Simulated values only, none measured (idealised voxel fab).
Documented hereafter: the process module known as voxel lift off.
Displayed cross-section: cut, width of 220 nm, square cells sized 5 nm.
In this document a cross-section is written as a grid of square cells. It is given as a series of bands, listed from the top down, and a band is one or more rows of cells. Band: top and bottom heights (nm) first, top before bottom; then materials from left to right, widths in nm. "all across" marks a sole material filling the band edge to edge. "empty" denotes empty space. Heights are expressed relative to 0, this being the level below which the as-received wafer comprises one material exclusively. The lowest band is unbounded in the downward direction and is denoted as in "0 down". A two-number width, for instance "30 to 40", indicates that the width is equal to the first number in the top row of the band and to the second number in the bottom row, and that it changes by a constant amount per row of cells. The cross-section has no changed cell in any step marked "nothing altered". What "Enclosed void list" gives you is every empty space of 8 cells or more that is cut off from the top. Each appears as width x height at distance, with the distance taken from the left edge and width, height and distance all in nm. The remark found on a step's line after its settings is issued by the simulator itself and pertains to that step. "overlay nm", when on a step's line for a step with a mask, measures how far to the right of its planned place the mask lay; a negative measure means to the left.
## So here's the lineup of process steps we planned
1) RECEIVE [material Si]
2) CONFORMAL_DEP [material SiN] [thk nm 15]
3) PATTERN [tone open] [mask id LINES] [material resist] [width nm 15] [pitch nm 40] [thk nm 20] [overlay nm 0]
4) DIRECTIONAL_DEP [material Ru] [thk nm 5]
5) STRIP [etch materials resist]
6) CONFORMAL_DEP [material SiN] [thk nm 5]
The plan shows the width nm of step 3 as the first wafer had it; this setting differs between the wafers, which start out alike.
## After step 1, as received: first of several wafers, cross-section
- 0 down | Si all across
- Enclosed void list: none
## Last step of the module is step 6; after it, the first of several wafers in cross-section
- 25 to 20 | 55 nm empty, then 25 nm SiN, then 15 nm empty, then 25 nm SiN, then 15 nm empty, then 25 nm SiN, then 60 nm empty
- 20 to 15 | 60 nm SiN, then 15 nm Ru, then 25 nm SiN, then 15 nm Ru, then 25 nm SiN, then 15 nm Ru, then 65 nm SiN
- 15 to 0 | SiN all across
- 0 down | Si all across
- Enclosed void list: none
## Sectional view of the last wafer upon completion of the module
- 25 to 20 | 50 nm empty, then 35 nm SiN, then 5 nm empty, then 35 nm SiN, then 5 nm empty, then 35 nm SiN, then 55 nm empty
- 20 to 15 | 55 nm SiN, then 25 nm Ru, then 15 nm SiN, then 25 nm Ru, then 15 nm SiN, then 25 nm Ru, then 60 nm SiN
- 15 to 0 | SiN all across
- 0 down | Si all across
- Enclosed void list: none
## Quick key for the table: a row per wafer, taken at the end of the module. For each material it tells you how many cells the wafer gained (+) or lost (-) since it came in, and the closed voids come after
width nm 15, +9 Ru, +182 SiN, Enclosed void list: none
width nm 20, +12 Ru, +182 SiN, Enclosed void list: none
width nm 25, +15 Ru, +182 SiN, Enclosed void list: none
